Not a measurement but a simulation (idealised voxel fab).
process module | voxel transistor to metal
cross-section cut | 285 nm wide | cells 5 nm
A cross-section is a grid of square cells, given in bands from the top down. A band is one or more rows of cells.
Each band's line starts with the height of the band's top and of its bottom, in nm. Then come its materials from left to right, each with its width in nm. One material with "throughout" fills the band from edge to edge. "air" is empty space.
Height 0 is the level under which the wafer as received is all one material. The lowest band goes on downwards, as in "0 down".
A width such as "30 to 40" changes by the same amount from each row of cells to the next, from the band's top row to its bottom row.
"no change" after a step means that no cell of the cross-section changed.
closed voids: empty space of 8 cells or more with no open way to the top, each as width x height at its distance from the left edge, in nm
after a step's settings: what the simulator itself notes on the step
overlay nm, on a step with a mask: how far to the right of its planned place the mask lay; to the left if negative
plan
1 op RECEIVE | material Si
2 op CONFORMAL_DEP | material SiO2 | thk nm 5
3 op CONFORMAL_DEP | material SiN | thk nm 10
4 op MASKED_ETCH | tone cover | mask id ACTIVE | width nm 95 | pitch nm 125 | etch materials SiN | depth nm 10 | overlay nm 0
5 op MASKED_ETCH | tone cover | mask id ACTIVE | width nm 95 | pitch nm 125 | etch materials SiO2 | depth nm 5 | overlay nm 0
6 op MASKED_ETCH | tone cover | mask id ACTIVE | width nm 95 | pitch nm 125 | etch materials Si | depth nm 35 | overlay nm 0
7 op FILL_DEP | material SiO2 | thk nm 10
8 op CMP | height nm 15
9 op SELECTIVE_ETCH | etch materials SiO2 | depth nm 5
10 op STRIP | etch materials SiN
11 op SELECTIVE_ETCH | etch materials SiO2 | depth nm 5
12 op OXIDIZE | depth nm 5
13 op DIRECTIONAL_DEP | material polySi | thk nm 20
14 op DIRECTIONAL_DEP | material SiCN | thk nm 10
15 op PATTERN | tone cover | mask id GATE | material resist | width nm 25 | pitch nm 125 | thk nm 20 | overlay nm 0
16 op DIRECTIONAL_ETCH | etch materials SiCN | depth nm 20
17 op DIRECTIONAL_ETCH | etch materials polySi | depth nm 30
18 op STRIP | etch materials resist
19 op CONFORMAL_DEP | material SiN | thk nm 10
20 op DIRECTIONAL_ETCH | etch materials SiN | depth nm 10
21 op DIRECTIONAL_ETCH | etch materials SiO2 | depth nm 5
22 op DIRECTIONAL_ETCH | etch materials Si | depth nm 5
23 op EPI | material SiGe | thk nm 10
24 op FILL_DEP | material SiO2 | thk nm 5
25 op CMP | height nm 30
26 op DIRECTIONAL_DEP | material SiO2 | thk nm 10
27 op MASKED_ETCH | tone open | mask id CONTACT | width nm 15 | etch materials SiO2 | depth nm 35 | overlay nm 0
28 op CONFORMAL_DEP | material TiN | thk nm 5
29 op FILL_DEP | material Ru | thk nm 5
30 op CMP | height nm 40
31 op DIRECTIONAL_DEP | material TiN | thk nm 5
32 op DIRECTIONAL_DEP | material Ru | thk nm 25
33 op MASKED_ETCH | tone cover | mask id METAL_1 | width nm 15 | etch materials Ru | depth nm 25 | overlay nm 0
34 op MASKED_ETCH | tone cover | mask id METAL_1 | width nm 15 | etch materials TiN | depth nm 5 | overlay nm 0
35 op FILL_DEP | material lowk | thk nm 10
36 op CMP | height nm 70
37 op CONFORMAL_DEP | material SiN | thk nm 5
as received, after step 1
  0 down: Si throughout
  closed voids: none
a wafer at the end: this start, this plan, one mistake
  75 to 70: SiN throughout
  70 to 45: lowk 35 | Ru 15 | lowk 55 | Ru 15 | lowk 40 | Ru 15 | lowk 55 | Ru 15 | lowk 40
  45 to 40: lowk 35 | TiN 15 | lowk 55 | TiN 15 | lowk 40 | TiN 15 | lowk 55 | TiN 15 | lowk 40
  40 to 30: SiO2 35 | TiN 5 | Ru 5 | TiN 5 | SiO2 55 | TiN 5 | Ru 5 | TiN 5 | SiO2 40 | TiN 5 | Ru 5 | TiN 5 | SiO2 55 | TiN 5 | Ru 5 | TiN 5 | SiO2 40
  30 to 20: SiO2 35 | TiN 5 | Ru 5 | TiN 5 | SiO2 5 | SiN 10 | SiCN 25 | SiN 10 | SiO2 5 | TiN 5 | Ru 5 | TiN 5 | SiO2 40 | TiN 5 | Ru 5 | TiN 5 | SiO2 5 | SiN 10 | SiCN 25 | SiN 10 | SiO2 5 | TiN 5 | Ru 5 | TiN 5 | SiO2 40
  20 to 10: SiO2 35 | TiN 5 | Ru 5 | TiN 5 | SiO2 5 | SiN 10 | polySi 25 | SiN 10 | SiO2 5 | TiN 5 | Ru 5 | TiN 5 | SiO2 40 | TiN 5 | Ru 5 | TiN 5 | SiO2 5 | SiN 10 | polySi 25 | SiN 10 | SiO2 5 | TiN 5 | Ru 5 | TiN 5 | SiO2 40
  10 to 5: SiO2 35 | TiN 15 | SiO2 5 | SiN 10 | polySi 25 | SiN 10 | SiO2 5 | TiN 15 | SiO2 40 | TiN 15 | SiO2 5 | SiN 10 | polySi 25 | SiN 10 | SiO2 5 | TiN 15 | SiO2 40
  5 to 0: SiO2 25 | SiN 10 | SiGe 20 | SiN 10 | polySi 25 | SiN 10 | SiGe 20 | SiN 10 | SiO2 20 | SiN 10 | SiGe 20 | SiN 10 | polySi 25 | SiN 10 | SiGe 20 | SiN 10 | SiO2 30
  0 to -5: SiO2 35 | SiGe 20 | SiO2 45 | SiGe 20 | SiO2 40 | SiGe 20 | SiO2 45 | SiGe 20 | SiO2 40
  -5 to -10: SiO2 30 | Si 5 | SiGe 20 | Si 45 | SiGe 20 | Si 5 | SiO2 30 | Si 5 | SiGe 20 | Si 45 | SiGe 20 | Si 5 | SiO2 35
  -10 to -40: SiO2 30 | Si 95 | SiO2 30 | Si 95 | SiO2 35
  -40 down: Si throughout
  closed voids: none
what went wrong: step 6 ran as: op MASKED_ETCH | tone cover | mask id ACTIVE | width nm 95 | pitch nm 125 | etch materials Si | depth nm 40 | overlay nm 0
